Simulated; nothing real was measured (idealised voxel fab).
This section sets out a process module, namely voxel released beams.
In the cross-section labelled cut, the width is 255 nm and each square cell is 5 nm.
Square cells in a grid make up a cross-section in this document, and the grid is given as bands, listed from the top down, each one or more rows of cells. Top, bottom (nm), then materials left to right with widths (nm); lone material tagged "throughout" fills the whole band edge to edge; "blank" = empty space. Basically, 0 is our baseline, since under it the wafer straight out of the box is all one material. The bottom band has no lower end and keeps on going down, so it looks like "0 nm and below". The two numbers in a width such as "30->40" mark its ends across the band: the first belongs to the top row of cells, the second to the bottom row, and from each row to the next the width moves by the same amount. Basically "remained unchanged" means that step didn't change any cell in the cross-section. Basically, "Sealed internal cavities" tells you about the enclosed voids: empty spaces with no open way to the top, 8 cells or bigger, each written width x height at distance, where distance is from the left edge, all in nm. On a step's line, text after the settings is the simulator commenting on that step. overlay nm: mask right of planned place by this much (step with mask). Neg. = left.
LISTED BELOW ARE THE PROCESS STEPS AS PLANNED
1 RECEIVE, material Si
2 CONFORMAL_DEP, material Al2O3, thk nm 5
3 DIRECTIONAL_DEP, material SiO2, thk nm 15
4 MASKED_ETCH, tone open, mask id ANCHOR, width nm 30, etch materials SiO2, depth nm 15, overlay nm 0
5 CONFORMAL_DEP, material polySi, thk nm 15
6 MASKED_ETCH, tone cover, mask id BEAM, width nm 125, etch materials polySi, depth nm 15, overlay nm 0
7 STRIP, etch materials SiO2
The wafers in this document start out alike and differ in the width nm applied at step 4; the plan shows the value used for the first wafer.
CROSS-SECTION OF THE FIRST OF SEVERAL WAFERS ON RECEIPT, REFLECTING COMPLETION OF STEP 1
0 nm and below = Si throughout
Sealed internal cavities: none
END OF THE MODULE, PAST ITS LAST STEP, STEP 7: HOW THE FIRST OF SEVERAL WAFERS LOOKS IN CROSS-SECTION
35 nm to 20 nm = 60 blank; 125 polySi; 70 blank
20 nm to 5 nm = 70 blank; 30 polySi; 155 blank
5 nm to 0 nm = Al2O3 throughout
0 nm and below = Si throughout
Sealed internal cavities: none
X-SECTION, LAST WAFER, MODULE END
35 nm to 20 nm = 60 blank; 15 polySi; 25 blank; 85 polySi; 70 blank
20 nm to 5 nm = 60 blank; 55 polySi; 140 blank
5 nm to 0 nm = Al2O3 throughout
0 nm and below = Si throughout
Sealed internal cavities: none
THE FOLLOWING TABLE CONTAINS A ROW PER WAFER, IN WHICH ARE REPORTED, AT THE CONCLUSION OF THE MODULE, THE CELLS OF EACH MATERIAL GAINED (+) OR LOST (-) SINCE THE WAFER'S RECEIPT, WITH ITS CLOSED VOIDS GIVEN THEREAFTER
width nm 30, +51 Al2O3, +93 polySi, Sealed internal cavities: none
width nm 35, +51 Al2O3, +93 polySi, Sealed internal cavities: none
width nm 40, +51 Al2O3, +93 polySi, Sealed internal cavities: none
width nm 45, +51 Al2O3, +93 polySi, Sealed internal cavities: none
width nm 50, +51 Al2O3, +93 polySi, Sealed internal cavities: none
width nm 55, +51 Al2O3, +93 polySi, Sealed internal cavities: none
